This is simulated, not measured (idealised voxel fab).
Process module in this document: voxel air gaps
Cross-section cut spans 175 nm and uses square cells 5 nm in size.
Notation: cross-section as square-cell grid; stated in bands, top first, going down; one or more cell rows per band.
Top, bottom (nm), then materials left to right with widths (nm); lone material tagged "everywhere" fills the whole band edge to edge; "air" = empty space.
Heights are expressed relative to 0, this being the level below which the as-received wafer comprises one material exclusively. The lowest band is unbounded in the downward direction and is denoted as in "top 0, no bottom".
A two-number width, for instance "30->40", indicates that the width is equal to the first number in the top row of the band and to the second number in the bottom row, and that it changes by a constant amount per row of cells.
Step marked "changes: none"? Then no cell in the cross-section changed in it.
You'll see "Catalogued sealed voids" listing empty spaces that have no way open to the top, as long as they're 8 cells or more; the notation is width x height at distance, where the distance is from the left edge, and all of it is in nm.
Anything after a step's settings on that line? It's the simulator's own note about the step.
overlay nm: mask offset rightward from planned place, masked step; negative means leftward offset.
[Listed below are the process steps as planned]
1. RECEIVE: material Si
2. CONFORMAL_DEP: material SiO2, thk nm 15
3. CONFORMAL_DEP: material SiN, thk nm 5
4. DIRECTIONAL_DEP: material SiO2, thk nm 30
5. MASKED_ETCH: tone open, mask id LINES, width nm 15, pitch nm 40, etch materials SiO2, depth nm 30, overlay nm 0
6. CONFORMAL_DEP: material TiN, thk nm 5
7. FILL_DEP: material W, thk nm 10
8. CMP: height nm 50
9. EPI: material Ru, thk nm 10
10. SELECTIVE_ETCH: etch materials SiO2, depth nm 40
11. CONFORMAL_DEP: material SiN, thk nm 5
The wafers are alike at the start. At step 3, their thk nm differs. The plan lists the first wafer's value.
[Cross-section of the first of several received wafers, showing its state after step 1]
- top 0, no bottom: Si everywhere
- Catalogued sealed voids: none
[Gained (+) or lost (-) cells of each material since receipt, then closed voids: one row per wafer, at the end of the module]
thk nm 5, +56 Ru, +154 SiN, +105 SiO2, +52 TiN, +20 W, Catalogued sealed voids: 15 x 20 at 40; 15 x 20 at 80; 15 x 20 at 120
thk nm 10, +56 Ru, +181 SiN, +105 SiO2, +44 TiN, +16 W, Catalogued sealed voids: 15 x 15 at 40; 15 x 15 at 80; 15 x 15 at 120
thk nm 15, +56 Ru, +208 SiN, +105 SiO2, +36 TiN, +12 W, Catalogued sealed voids: none
thk nm 20, +56 Ru, +235 SiN, +105 SiO2, +28 TiN, +8 W, Catalogued sealed voids: none
